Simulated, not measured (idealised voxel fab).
Name of the process module below: voxel spacer lines
180 nm wide, 5 nm square cells: that's cross-section cut.
Throughout this document, each cross-section is represented as a grid of square cells and is presented as a sequence of bands enumerated from the top downward, where a band comprises one or more rows of cells.
First you get the band's top height and its bottom height, in nm, and then the materials it's made of, left to right, with each width in nm. If you see a single material with "everywhere", that one covers the band edge to edge. "empty" is empty space.
Heights are reckoned from 0. Under this level, the received wafer is all of one material. The bottommost band is open-ended downward, for example "0 down".
Read "30 to 40" as a graded width: first number on top, second number at the bottom, same change between each pair of neighbouring rows.
"no change", as given for a step, is the statement that not any cell of the cross-section underwent a change during that step.
Basically, "Closed voids list" tells you about the enclosed voids: empty spaces with no open way to the top, 8 cells or bigger, each written width x height at distance, where distance is from the left edge, all in nm.
Post-settings text on a step line: simulator's own remark regarding the step.
"overlay nm", when on a step's line for a step with a mask, measures how far to the right of its planned place the mask lay; a negative measure means to the left.
### This section lists the process steps that were planned
- 1: RECEIVE [material Si]
- 2: CONFORMAL_DEP [material Al2O3] [thk nm 5]
- 3: DIRECTIONAL_DEP [material W] [thk nm 10]
- 4: DIRECTIONAL_DEP [material aC] [thk nm 30]
- 5: PATTERN [tone cover] [mask id MANDREL] [material resist] [width nm 15] [pitch nm 50] [thk nm 35] [overlay nm 0]
- 6: DIRECTIONAL_ETCH [etch materials aC] [depth nm 30]
- 7: STRIP [etch materials resist]
- 8: CONFORMAL_DEP [material SiO2] [thk nm 10]
- 9: DIRECTIONAL_ETCH [etch materials SiO2] [depth nm 10]
- 10: STRIP [etch materials aC]
- 11: DIRECTIONAL_ETCH [etch materials W] [depth nm 10]
- 12: STRIP [etch materials SiO2]
- 13: FILL_DEP [material lowk] [thk nm 10]
- 14: CMP [height nm 15]
### Incoming wafer in cross-section (state: after step 1)
> 0 down  Si everywhere
> Closed voids list: none
### The following cross-section depicts the wafer upon conclusion of the module. Processing commenced from the starting condition illustrated above and adhered to the plan illustrated above, save for one mistake in execution
> 5 to 0  Al2O3 everywhere
> 0 down  Si everywhere
> Closed voids list: none
So what did we get wrong on this run? step 14 was run on a setting that differed from the plan, and what really ran there is CMP [height nm 5]
